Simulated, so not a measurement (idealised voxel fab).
This is a process module. Its name is voxel wiring stack.
Displayed cross-section: cut, width of 290 nm, square cells sized 5 nm.
Think of the cross-section as a grid of square cells. We describe it in bands, top to bottom, and each band covers one or more rows of those cells.
The entry gives the band's vertical extent as a top height and a bottom height in nm, then its horizontal make-up as materials from left to right, each with a width in nm. "air" stands for empty space; a single material marked "full width" fills the band edge to edge.
Measure heights from 0. That's the level where, below it, the as-received wafer is all one material. The lowest band is bottomless and extends downward; write it as in "z 0 and below".
Top row gets the first number, bottom row gets the second, and each row in between changes by the same step: that is how a band width like "30->40" works.
Reading "remained unchanged" for a step: not a cell of the cross-section changed in it.
The entry titled "Tabulated closed voids" provides the empty spaces that have no open way to the top, restricted to those of 8 cells or more. Each is presented as width x height at distance, the distance being measured from the left edge, with all three in nm.
Note: text after step settings on the step line = simulator remark on that step.
The setting "overlay nm" may be written on the line of a step. When the step uses a mask, the value reports how far to the right of the planned place the mask lay, and a negative value reports that it lay to the left.
### Planned process steps
1. RECEIVE, material Si
2. CONFORMAL_DEP, material SiO2, thk nm 10
3. CONFORMAL_DEP, material SiN, thk nm 5
4. DIRECTIONAL_DEP, material lowk, thk nm 15
5. MASKED_ETCH, tone open, mask id METAL_1, width nm 20, pitch nm 50, etch materials lowk, depth nm 15, overlay nm 0
6. MASKED_ETCH, tone open, mask id METAL_1, width nm 20, pitch nm 50, etch materials SiN, depth nm 5, overlay nm 0
7. CONFORMAL_DEP, material TiN, thk nm 5
8. FILL_DEP, material Cu, thk nm 5
9. CMP, height nm 30
10. CONFORMAL_DEP, material SiCN, thk nm 5
11. DIRECTIONAL_DEP, material SiO2, thk nm 30
12. PATTERN, tone open, mask id METAL_2_HOLES, material resist, width nm 15, pitch nm 50, thk nm 15, overlay nm 0
13. DIRECTIONAL_ETCH, etch materials SiO2, depth nm 30
14. STRIP, etch materials resist
15. MASKED_ETCH, tone open, mask id METAL_2, width nm 20, pitch nm 50, etch materials SiO2, depth nm 15, overlay nm 0
16. MASKED_ETCH, tone open, mask id METAL_2, width nm 20, pitch nm 50, etch materials SiCN, depth nm 5, overlay nm 0
17. CONFORMAL_DEP, material TiN, thk nm 5
18. FILL_DEP, material Cu, thk nm 5
19. CMP, height nm 65
20. CONFORMAL_DEP, material SiCN, thk nm 5
### Cross-section of the incoming wafer, state after step 1
> z 0 and below | Si full width
> Tabulated closed voids: none
### Wafer at module end, in section. Began as above, planned as above, run with one mistake
> z 70 to 65 | SiCN full width
> z 65 to 55 | SiO2 60 nm | TiN 5 nm | Cu 10 nm | TiN 5 nm | SiO2 30 nm | TiN 5 nm | Cu 10 nm | TiN 5 nm | SiO2 30 nm | TiN 5 nm | Cu 10 nm | TiN 5 nm | SiO2 30 nm | TiN 5 nm | Cu 10 nm | TiN 5 nm | SiO2 60 nm
> z 55 to 50 | SiO2 60 nm | TiN 5 nm | Cu 5 nm | TiN 10 nm | SiO2 30 nm | TiN 5 nm | Cu 5 nm | TiN 10 nm | SiO2 30 nm | TiN 5 nm | Cu 5 nm | TiN 10 nm | SiO2 30 nm | TiN 5 nm | Cu 5 nm | TiN 10 nm | SiO2 60 nm
> z 50 to 35 | SiO2 60 nm | TiN 5 nm | Cu 5 nm | TiN 5 nm | SiO2 35 nm | TiN 5 nm | Cu 5 nm | TiN 5 nm | SiO2 35 nm | TiN 5 nm | Cu 5 nm | TiN 5 nm | SiO2 35 nm | TiN 5 nm | Cu 5 nm | TiN 5 nm | SiO2 65 nm
> z 35 to 30 | SiCN 60 nm | TiN 15 nm | SiCN 35 nm | TiN 15 nm | SiCN 35 nm | TiN 15 nm | SiCN 35 nm | TiN 15 nm | SiCN 65 nm
> z 30 to 20 | lowk 60 nm | TiN 5 nm | Cu 10 nm | TiN 5 nm | lowk 30 nm | TiN 5 nm | Cu 10 nm | TiN 5 nm | lowk 30 nm | TiN 5 nm | Cu 10 nm | TiN 5 nm | lowk 30 nm | TiN 5 nm | Cu 10 nm | TiN 5 nm | lowk 60 nm
> z 20 to 15 | lowk 60 nm | TiN 20 nm | lowk 30 nm | TiN 20 nm | lowk 30 nm | TiN 20 nm | lowk 30 nm | TiN 20 nm | lowk 60 nm
> z 15 to 0 | SiO2 full width
> z 0 and below | Si full width
> Tabulated closed voids: none
Here's what went sideways: planned and actual differ for step 3; actual: CONFORMAL_DEP, material SiO2, thk nm 5
